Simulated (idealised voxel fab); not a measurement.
The process module presented herein is designated voxel ribs on slabs.
Square cells of 5 nm make up the cross-section cut, whose width is 205 nm.
Each cross-section below is a grid of square cells, stated as bands in top-down order, with one or more rows of cells making up each band.
First you get the band's top height and its bottom height, in nm, and then the materials it's made of, left to right, with each width in nm. If you see a single material with "full width", that one covers the band edge to edge. "empty" is empty space.
Ref level 0: as-received wafer is one material below here. Bottom band extends down with no lower bound ("0 down").
Think of "30->40" as a width that walks from the first number to the second as you go down the band, top row to bottom row, taking equal-sized steps from row to row.
Key: "remains unaltered" - step with no changed cell in the cross-section.
So "Cavities, closed" is basically the list of trapped voids: any empty space of 8 cells or more that can't reach the top through an opening. They're written width x height at distance, the distance being from the left edge, and it's all nm.
Past the settings on a step's line: simulator remark, on that step.
For masked steps, "overlay nm" on the step line gives how far right of plan the mask actually lay; a minus sign means it lay to the left.
**plan**
1: RECEIVE,material Si
2: DIRECTIONAL_DEP,material SiO2,thk nm 25
3: DIRECTIONAL_DEP,material SiN,thk nm 15
4: DIRECTIONAL_DEP,material aC,thk nm 10
5: PATTERN,tone cover,mask id RIB,material resist,width nm 20,thk nm 25,overlay nm 0
6: DIRECTIONAL_ETCH,etch materials aC,depth nm 10
7: STRIP,etch materials resist
8: DIRECTIONAL_ETCH,etch materials SiN,depth nm 5
9: STRIP,etch materials aC
10: MASKED_ETCH,tone cover,mask id SLAB,width nm 60,etch materials SiN,depth nm 10,overlay nm 0
11: FILL_DEP,material SiO2,thk nm 15
12: CMP,height nm 40
13: DIRECTIONAL_DEP,material W,thk nm 10
14: PATTERN,tone cover,mask id HEATER,material resist,width nm 30,thk nm 15,overlay nm 0
15: DIRECTIONAL_ETCH,etch materials W,depth nm 10
16: STRIP,etch materials resist
17: CONFORMAL_DEP,material SiN,thk nm 5
The wafers in this document start out alike and differ in the height nm applied at step 12; the plan shows the value used for the first wafer.
**Cross-section, first of several wafers, as delivered after step 1**
	0 down | Si full width
	Cavities, closed: none
**Gained (+) or lost (-) cells of each material since receipt, then closed voids: one row per wafer, at the end of the module**
height nm 40; +73 SiN; +300 SiO2; +12 W; Cavities, closed: none
height nm 45; +73 SiN; +341 SiO2; +12 W; Cavities, closed: none
height nm 50; +73 SiN; +382 SiO2; +12 W; Cavities, closed: none
height nm 55; +73 SiN; +423 SiO2; +12 W; Cavities, closed: none
